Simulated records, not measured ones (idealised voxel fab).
The following process module bears the name voxel wiring stack.
We display cut, a cross-section 275 nm in width whose square cells are each 5 nm.
The cross-sections in this document take the form of a grid made of square cells. They are written out as bands, in order from top to bottom. Each band consists of one or more rows of cells.
What a band's entry tells you: where the top is and where the bottom is, as heights in nm, and after that what lies inside, material by material from left to right, each with its width in nm. Empty space is written as the word "air", and a single material marked with the word "all across" occupies the band from edge to edge.
All heights in this document are referenced to 0, defined as the level beneath which the wafer, as received, consists entirely of one material. The lowest band is not bounded below; it extends indefinitely downward and is written in the form "z 0 and below".
The expression "30..40" gives the width at the extremes of the band, the first number at its top row of cells and the second at its bottom row, with the width changing by equal amounts from each row to the next in between.
What does "everything unchanged" mean for a step? It means no cell of the cross-section changed in that step.
The label "Fully closed voids" introduces a list of the empty spaces, 8 cells or larger, that have no open way up to the top; each entry in it reads width x height at distance, where the distance is taken from the left edge and all three are stated in nm.
Formally, on a step line, whatever follows the settings is a remark that the simulator itself makes on the step.
Regarding "overlay nm": on a step with a mask, it is the distance the mask lay to the right of its planned place; a negative value places it to the left.

Plan
step 1: RECEIVE (material Si)
step 2: CONFORMAL_DEP (material SiO2; thk nm 15)
step 3: DIRECTIONAL_DEP (material TiN; thk nm 5)
step 4: DIRECTIONAL_DEP (material Ru; thk nm 20)
step 5: PATTERN (tone cover; mask id METAL_1; material resist; width nm 30; pitch nm 50; thk nm 20; overlay nm 0)
step 6: DIRECTIONAL_ETCH (etch materials Ru; depth nm 20)
step 7: DIRECTIONAL_ETCH (etch materials TiN; depth nm 5)
step 8: STRIP (etch materials resist)
step 9: CONFORMAL_DEP (material SiN; thk nm 5)
step 10: FILL_DEP (material SiO2; thk nm 5)
step 11: CMP (height nm 40)
step 12: CONFORMAL_DEP (material SiCN; thk nm 5)
step 13: DIRECTIONAL_DEP (material SiO2; thk nm 15)
step 14: MASKED_ETCH (tone open; mask id PLUG_1; width nm 15; etch materials SiO2; depth nm 15; overlay nm 0)
step 15: MASKED_ETCH (tone open; mask id PLUG_1; width nm 15; etch materials SiCN; depth nm 5; overlay nm 0)
step 16: EPI (material Ru; thk nm 10)
step 17: EPI (material Ru; thk nm 10)
step 18: DIRECTIONAL_DEP (material TiN; thk nm 5)
step 19: DIRECTIONAL_DEP (material Ru; thk nm 25)
step 20: MASKED_ETCH (tone cover; mask id METAL_2; width nm 30; pitch nm 50; etch materials Ru; depth nm 25; overlay nm 0)
step 21: MASKED_ETCH (tone cover; mask id METAL_2; width nm 30; pitch nm 50; etch materials TiN; depth nm 5; overlay nm 0)
step 22: FILL_DEP (material lowk; thk nm 5)
step 23: CMP (height nm 90)
step 24: CONFORMAL_DEP (material SiCN; thk nm 5)
step 25: DIRECTIONAL_DEP (material SiO2; thk nm 20)
step 26: MASKED_ETCH (tone open; mask id PLUG_2; width nm 15; etch materials SiO2; depth nm 20; overlay nm 0)
step 27: MASKED_ETCH (tone open; mask id PLUG_2; width nm 15; etch materials SiCN; depth nm 5; overlay nm 0)
step 28: EPI (material Ru; thk nm 10)
step 29: EPI (material Ru; thk nm 10)
step 30: EPI (material Ru; thk nm 5)
step 31: DIRECTIONAL_DEP (material TiN; thk nm 5)
step 32: DIRECTIONAL_DEP (material W; thk nm 20)
step 33: DIRECTIONAL_DEP (material aC; thk nm 10)
step 34: PATTERN (tone cover; mask id METAL_3; material resist; width nm 30; pitch nm 50; thk nm 30; overlay nm 0)
step 35: DIRECTIONAL_ETCH (etch materials aC; depth nm 10)
step 36: STRIP (etch materials resist)
step 37: DIRECTIONAL_ETCH (etch materials W; depth nm 20)
step 38: DIRECTIONAL_ETCH (etch materials TiN; depth nm 5)
step 39: STRIP (etch materials aC)
step 40: FILL_DEP (material lowk; thk nm 5)
step 41: CMP (height nm 140)
step 42: CONFORMAL_DEP (material SiCN; thk nm 5)

The first of a set of two wafers, run to plan

Delivered wafer in cross-section: state after step 1
z 0 and below = Si all across
Fully closed voids: none

After step 2: wafer cross-section
z 15 to 0 = SiO2 all across
Heights below 0 show no change.

After step 3: wafer cross-section
z 20 to 15 = TiN all across
Heights below 15 show no change.

After step 4: wafer cross-section
z 40 to 20 = Ru all across
Heights below 20 show no change.

After step 5: wafer cross-section
z 60 to 40 = air (95) / resist (30) / air (20) / resist (30) / air (100)
Heights below 40 show no change.

After step 6: wafer cross-section
z 60 to 40 = air (95) / resist (30) / air (20) / resist (30) / air (100)
z 40 to 20 = air (95) / Ru (30) / air (20) / Ru (30) / air (100)
Heights below 20 show no change.

After step 7: wafer cross-section
z 60 to 40 = air (95) / resist (30) / air (20) / resist (30) / air (100)
z 40 to 20 = air (95) / Ru (30) / air (20) / Ru (30) / air (100)
z 20 to 15 = air (95) / TiN (30) / air (20) / TiN (30) / air (100)
Heights below 15 show no change.

After step 8: wafer cross-section
z 40 to 20 = air (95) / Ru (30) / air (20) / Ru (30) / air (100)
Heights below 20 show no change.

After step 9: wafer cross-section
z 45 to 40 = air (90) / SiN (40) / air (10) / SiN (40) / air (95)
z 40 to 20 = air (90) / SiN (5) / Ru (30) / SiN (5) / air (10) / SiN (5) / Ru (30) / SiN (5) / air (95)
z 20 to 15 = SiN (95) / TiN (30) / SiN (20) / TiN (30) / SiN (100)
Heights below 15 show no change.

After step 10: wafer cross-section
z 50 to 45 = SiO2 all across
z 45 to 40 = SiO2 (90) / SiN (40) / SiO2 (10) / SiN (40) / SiO2 (95)
z 40 to 20 = SiO2 (90) / SiN (5) / Ru (30) / SiN (5) / SiO2 (10) / SiN (5) / Ru (30) / SiN (5) / SiO2 (95)
Heights below 20 show no change.

After step 11: wafer cross-section
z 40 to 20 = SiO2 (90) / SiN (5) / Ru (30) / SiN (5) / SiO2 (10) / SiN (5) / Ru (30) / SiN (5) / SiO2 (95)
Heights below 20 show no change.

After step 12: wafer cross-section
z 45 to 40 = SiCN all across
Heights below 40 show no change.

After step 13: wafer cross-section
z 60 to 45 = SiO2 all across
Heights below 45 show no change.

After step 14: wafer cross-section
z 60 to 45 = SiO2 (95) / air (15) / SiO2 (165)
Heights below 45 show no change.

After step 15: wafer cross-section
z 60 to 45 = SiO2 (95) / air (15) / SiO2 (165)
z 45 to 40 = SiCN (95) / air (15) / SiCN (165)
Heights below 40 show no change.

After step 16: wafer cross-section
z 60 to 50 = SiO2 (95) / air (15) / SiO2 (165)
z 50 to 45 = SiO2 (95) / Ru (15) / SiO2 (165)
z 45 to 40 = SiCN (95) / Ru (15) / SiCN (165)
Heights below 40 show no change.

After step 17: wafer cross-section
z 60 to 45 = SiO2 (95) / Ru (15) / SiO2 (165)
Heights below 45 show no change.

After step 18: wafer cross-section
z 65 to 60 = TiN all across
Heights below 60 show no change.

After step 19: wafer cross-section
z 90 to 65 = Ru all across
Heights below 65 show no change.

After step 20: wafer cross-section
z 90 to 65 = air (95) / Ru (30) / air (20) / Ru (30) / air (100)
Heights below 65 show no change.

After step 21: wafer cross-section
z 90 to 65 = air (95) / Ru (30) / air (20) / Ru (30) / air (100)
z 65 to 60 = air (95) / TiN (30) / air (20) / TiN (30) / air (100)
Heights below 60 show no change.

After step 22: wafer cross-section
z 95 to 90 = lowk all across
z 90 to 65 = lowk (95) / Ru (30) / lowk (20) / Ru (30) / lowk (100)
z 65 to 60 = lowk (95) / TiN (30) / lowk (20) / TiN (30) / lowk (100)
Heights below 60 show no change.

After step 23: wafer cross-section
z 90 to 65 = lowk (95) / Ru (30) / lowk (20) / Ru (30) / lowk (100)
Heights below 65 show no change.

After step 24: wafer cross-section
z 95 to 90 = SiCN all across
Heights below 90 show no change.

After step 25: wafer cross-section
z 115 to 95 = SiO2 all across
Heights below 95 show no change.

After step 26: wafer cross-section
z 115 to 95 = SiO2 (95) / air (15) / SiO2 (165)
Heights below 95 show no change.

After step 27: wafer cross-section
z 115 to 95 = SiO2 (95) / air (15) / SiO2 (165)
z 95 to 90 = SiCN (95) / air (15) / SiCN (165)
Heights below 90 show no change.

After step 28: wafer cross-section
z 115 to 100 = SiO2 (95) / air (15) / SiO2 (165)
z 100 to 95 = SiO2 (95) / Ru (15) / SiO2 (165)
z 95 to 90 = SiCN (95) / Ru (15) / SiCN (165)
Heights below 90 show no change.

After step 29: wafer cross-section
z 115 to 110 = SiO2 (95) / air (15) / SiO2 (165)
z 110 to 95 = SiO2 (95) / Ru (15) / SiO2 (165)
Heights below 95 show no change.

After step 30: wafer cross-section
z 115 to 95 = SiO2 (95) / Ru (15) / SiO2 (165)
Heights below 95 show no change.

After step 31: wafer cross-section
z 120 to 115 = TiN all across
Heights below 115 show no change.

After step 32: wafer cross-section
z 140 to 120 = W all across
Heights below 120 show no change.

After step 33: wafer cross-section
z 150 to 140 = aC all across
Heights below 140 show no change.

After step 34: wafer cross-section
z 180 to 150 = air (95) / resist (30) / air (20) / resist (30) / air (100)
Heights below 150 show no change.

After step 35: wafer cross-section
z 170 to 150 = air (95) / resist (30) / air (20) / resist (30) / air (100)
z 150 to 140 = air (95) / aC (30) / air (20) / aC (30) / air (100)
Heights below 140 show no change.

After step 36: wafer cross-section
z 150 to 140 = air (95) / aC (30) / air (20) / aC (30) / air (100)
Heights below 140 show no change.

After step 37: wafer cross-section
z 150 to 140 = air (95) / aC (30) / air (20) / aC (30) / air (100)
z 140 to 120 = air (95) / W (30) / air (20) / W (30) / air (100)
Heights below 120 show no change.

After step 38: wafer cross-section
z 150 to 140 = air (95) / aC (30) / air (20) / aC (30) / air (100)
z 140 to 120 = air (95) / W (30) / air (20) / W (30) / air (100)
z 120 to 115 = air (95) / TiN (30) / air (20) / TiN (30) / air (100)
Heights below 115 show no change.

After step 39: wafer cross-section
z 140 to 120 = air (95) / W (30) / air (20) / W (30) / air (100)
Heights below 120 show no change.

After step 40: wafer cross-section
z 145 to 140 = lowk all across
z 140 to 120 = lowk (95) / W (30) / lowk (20) / W (30) / lowk (100)
z 120 to 115 = lowk (95) / TiN (30) / lowk (20) / TiN (30) / lowk (100)
Heights below 115 show no change.

After step 41: wafer cross-section
z 140 to 120 = lowk (95) / W (30) / lowk (20) / W (30) / lowk (100)
Heights below 120 show no change.

After step 42: wafer cross-section
z 145 to 140 = SiCN all across
Heights below 140 show no change.

The Second Wafer: Common Origin and Plan, One Mistake in Execution, Identical to the First Through Step 13

What the second wafer looks like in cross-section when step 14 should have wrapped up
z 60 to 45 = SiO2 (90) / air (25) / SiO2 (160)
Heights below 45 show no change.

What the second wafer looks like in cross-section when step 15 should have wrapped up
z 60 to 45 = SiO2 (90) / air (25) / SiO2 (160)
z 45 to 40 = SiCN (95) / air (15) / SiCN (165)
Heights below 40 show no change.

What the second wafer looks like in cross-section when step 16 should have wrapped up
z 60 to 50 = SiO2 (90) / air (25) / SiO2 (160)
z 50 to 45 = SiO2 (90) / Ru (25) / SiO2 (160)
z 45 to 40 = SiCN (95) / Ru (15) / SiCN (165)
Heights below 40 show no change.

What the second wafer looks like in cross-section when step 17 should have wrapped up
z 60 to 45 = SiO2 (90) / Ru (25) / SiO2 (160)
Heights below 45 show no change.

What the second wafer looks like in cross-section when step 18 should have wrapped up
z 65 to 60 = TiN all across
Heights below 60 show no change.

What the second wafer looks like in cross-section when step 19 should have wrapped up
z 90 to 65 = Ru all across
Heights below 65 show no change.

What the second wafer looks like in cross-section when step 20 should have wrapped up
z 90 to 65 = air (95) / Ru (30) / air (20) / Ru (30) / air (100)
Heights below 65 show no change.

What the second wafer looks like in cross-section when step 21 should have wrapped up
z 90 to 65 = air (95) / Ru (30) / air (20) / Ru (30) / air (100)
z 65 to 60 = air (95) / TiN (30) / air (20) / TiN (30) / air (100)
Heights below 60 show no change.

What the second wafer looks like in cross-section when step 22 should have wrapped up
z 95 to 90 = lowk all across
z 90 to 65 = lowk (95) / Ru (30) / lowk (20) / Ru (30) / lowk (100)
z 65 to 60 = lowk (95) / TiN (30) / lowk (20) / TiN (30) / lowk (100)
Heights below 60 show no change.

What the second wafer looks like in cross-section when step 23 should have wrapped up
z 90 to 65 = lowk (95) / Ru (30) / lowk (20) / Ru (30) / lowk (100)
Heights below 65 show no change.

What the second wafer looks like in cross-section when step 24 should have wrapped up
z 95 to 90 = SiCN all across
Heights below 90 show no change.

What the second wafer looks like in cross-section when step 25 should have wrapped up
z 115 to 95 = SiO2 all across
Heights below 95 show no change.

What the second wafer looks like in cross-section when step 26 should have wrapped up
z 115 to 95 = SiO2 (95) / air (15) / SiO2 (165)
Heights below 95 show no change.

What the second wafer looks like in cross-section when step 27 should have wrapped up
z 115 to 95 = SiO2 (95) / air (15) / SiO2 (165)
z 95 to 90 = SiCN (95) / air (15) / SiCN (165)
Heights below 90 show no change.

What the second wafer looks like in cross-section when step 28 should have wrapped up
z 115 to 100 = SiO2 (95) / air (15) / SiO2 (165)
z 100 to 95 = SiO2 (95) / Ru (15) / SiO2 (165)
z 95 to 90 = SiCN (95) / Ru (15) / SiCN (165)
Heights below 90 show no change.

What the second wafer looks like in cross-section when step 29 should have wrapped up
z 115 to 110 = SiO2 (95) / air (15) / SiO2 (165)
z 110 to 95 = SiO2 (95) / Ru (15) / SiO2 (165)
Heights below 95 show no change.

What the second wafer looks like in cross-section when step 30 should have wrapped up
z 115 to 95 = SiO2 (95) / Ru (15) / SiO2 (165)
Heights below 95 show no change.

What the second wafer looks like in cross-section when step 31 should have wrapped up
z 120 to 115 = TiN all across
Heights below 115 show no change.

What the second wafer looks like in cross-section when step 32 should have wrapped up
z 140 to 120 = W all across
Heights below 120 show no change.

What the second wafer looks like in cross-section when step 33 should have wrapped up
z 150 to 140 = aC all across
Heights below 140 show no change.

What the second wafer looks like in cross-section when step 34 should have wrapped up
z 180 to 150 = air (95) / resist (30) / air (20) / resist (30) / air (100)
Heights below 150 show no change.

What the second wafer looks like in cross-section when step 35 should have wrapped up
z 170 to 150 = air (95) / resist (30) / air (20) / resist (30) / air (100)
z 150 to 140 = air (95) / aC (30) / air (20) / aC (30) / air (100)
Heights below 140 show no change.

What the second wafer looks like in cross-section when step 36 should have wrapped up
z 150 to 140 = air (95) / aC (30) / air (20) / aC (30) / air (100)
Heights below 140 show no change.

What the second wafer looks like in cross-section when step 37 should have wrapped up
z 150 to 140 = air (95) / aC (30) / air (20) / aC (30) / air (100)
z 140 to 120 = air (95) / W (30) / air (20) / W (30) / air (100)
Heights below 120 show no change.

What the second wafer looks like in cross-section when step 38 should have wrapped up
z 150 to 140 = air (95) / aC (30) / air (20) / aC (30) / air (100)
z 140 to 120 = air (95) / W (30) / air (20) / W (30) / air (100)
z 120 to 115 = air (95) / TiN (30) / air (20) / TiN (30) / air (100)
Heights below 115 show no change.

What the second wafer looks like in cross-section when step 39 should have wrapped up
z 140 to 120 = air (95) / W (30) / air (20) / W (30) / air (100)
Heights below 120 show no change.

What the second wafer looks like in cross-section when step 40 should have wrapped up
z 145 to 140 = lowk all across
z 140 to 120 = lowk (95) / W (30) / lowk (20) / W (30) / lowk (100)
z 120 to 115 = lowk (95) / TiN (30) / lowk (20) / TiN (30) / lowk (100)
Heights below 115 show no change.

What the second wafer looks like in cross-section when step 41 should have wrapped up
z 140 to 120 = lowk (95) / W (30) / lowk (20) / W (30) / lowk (100)
Heights below 120 show no change.

What the second wafer looks like in cross-section when step 42 should have wrapped up
z 145 to 140 = SiCN all across
Heights below 140 show no change.
Deviation noted in wafer processing: not per plan at step 14, really ran MASKED_ETCH (tone open; mask id PLUG_1; width nm 25; etch materials SiO2; depth nm 15; overlay nm 0)
Upon completion, the second wafer contains, in terms of cells, a greater or smaller amount of certain materials than the first wafer: 6 more of Ru; 6 fewer of SiO2
